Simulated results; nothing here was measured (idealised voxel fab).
Presented below is a process module, voxel trench capacitor.
The width of the displayed cross-section, cut, is 260 nm; its cells are square, with a size of 5 nm.
A cross-section is a grid of square cells, given in bands from the top down. A band is one or more rows of cells.
In this notation a band is specified by the heights of its top and bottom, in that order and in nm, after which its materials appear from left to right, each paired with its width in nm. The word "throughout" attached to a single material means that material fills the band from edge to edge; the word "blank" stands for empty space.
Basically, 0 is our baseline, since under it the wafer straight out of the box is all one material. The bottom band has no lower end and keeps on going down, so it looks like "0..down".
Graded width ("30->40"): value in top row of band = first number; value in bottom row = second number; row-to-row change constant.
For the purposes of this document, the phrase "remained unchanged" attached to a step denotes that no cell within the cross-section was modified by that step.
The list in "Enclosed void inventory" covers empty spaces of 8 cells or more that cannot reach the top through any open way, and it gives each as width x height at distance; the distance is from the left edge, and width, height and distance are in nm.
Read whatever lies past the settings on a step's line as the simulator's own remark about the step.
overlay nm: where the mask lay relative to plan, measured to the right, on steps with a mask; negatives go left.
**Here's what the planned process steps look like**
1 RECEIVE (material Si)
2 CONFORMAL_DEP (material SiN; thk nm 5)
3 DIRECTIONAL_DEP (material aC; thk nm 15)
4 PATTERN (tone open; mask id TRENCH; material resist; width nm 25; pitch nm 45; thk nm 30; overlay nm 0)
5 DIRECTIONAL_ETCH (etch materials aC; depth nm 15)
6 STRIP (etch materials resist)
7 DIRECTIONAL_ETCH (etch materials SiN; depth nm 5)
8 DIRECTIONAL_ETCH (etch materials Si; depth nm 35)
9 STRIP (etch materials aC)
10 CONFORMAL_DEP (material Al2O3; thk nm 5)
11 FILL_DEP (material polySi; thk nm 10)
12 CMP (height nm 5)
**Incoming wafer in cross-section (state: after step 1)**
    0..down = Si throughout
    Enclosed void inventory: none
**First of two wafers: cross-section at end of module, run per plan**
    5..0 = SiN 70, Al2O3 5, polySi 15, Al2O3 5, SiN 20, Al2O3 5, polySi 15, Al2O3 5, SiN 20, Al2O3 5, polySi 15, Al2O3 5, SiN 75
    0..-30 = Si 70, Al2O3 5, polySi 15, Al2O3 5, Si 20, Al2O3 5, polySi 15, Al2O3 5, Si 20, Al2O3 5, polySi 15, Al2O3 5, Si 75
    -30..-35 = Si 70, Al2O3 25, Si 20, Al2O3 25, Si 20, Al2O3 25, Si 75
    -35..down = Si throughout
    Enclosed void inventory: none
**This is the second of the two wafers, cross-sectioned at the end of the module; it started exactly like the first and was given the same plan, but it was run with one mistake**
    5..0 = SiN 70, Al2O3 5, polySi 20, Al2O3 5, SiN 15, Al2O3 5, polySi 20, Al2O3 5, SiN 15, Al2O3 5, polySi 20, Al2O3 5, SiN 70
    0..-30 = Si 70, Al2O3 5, polySi 20, Al2O3 5, Si 15, Al2O3 5, polySi 20, Al2O3 5, Si 15, Al2O3 5, polySi 20, Al2O3 5, Si 70
    -30..-35 = Si 70, Al2O3 30, Si 15, Al2O3 30, Si 15, Al2O3 30, Si 70
    -35..down = Si throughout
    Enclosed void inventory: none
Processing error: step 4, actual vs plan mismatch, actual run PATTERN (tone open; mask id TRENCH; material resist; width nm 30; pitch nm 45; thk nm 30; overlay nm 0)
Heads up, by the end the second wafer has more or fewer cells of some materials compared to the first: 3 more of Al2O3; 21 fewer of Si; 3 fewer of SiN; 21 more of polySi
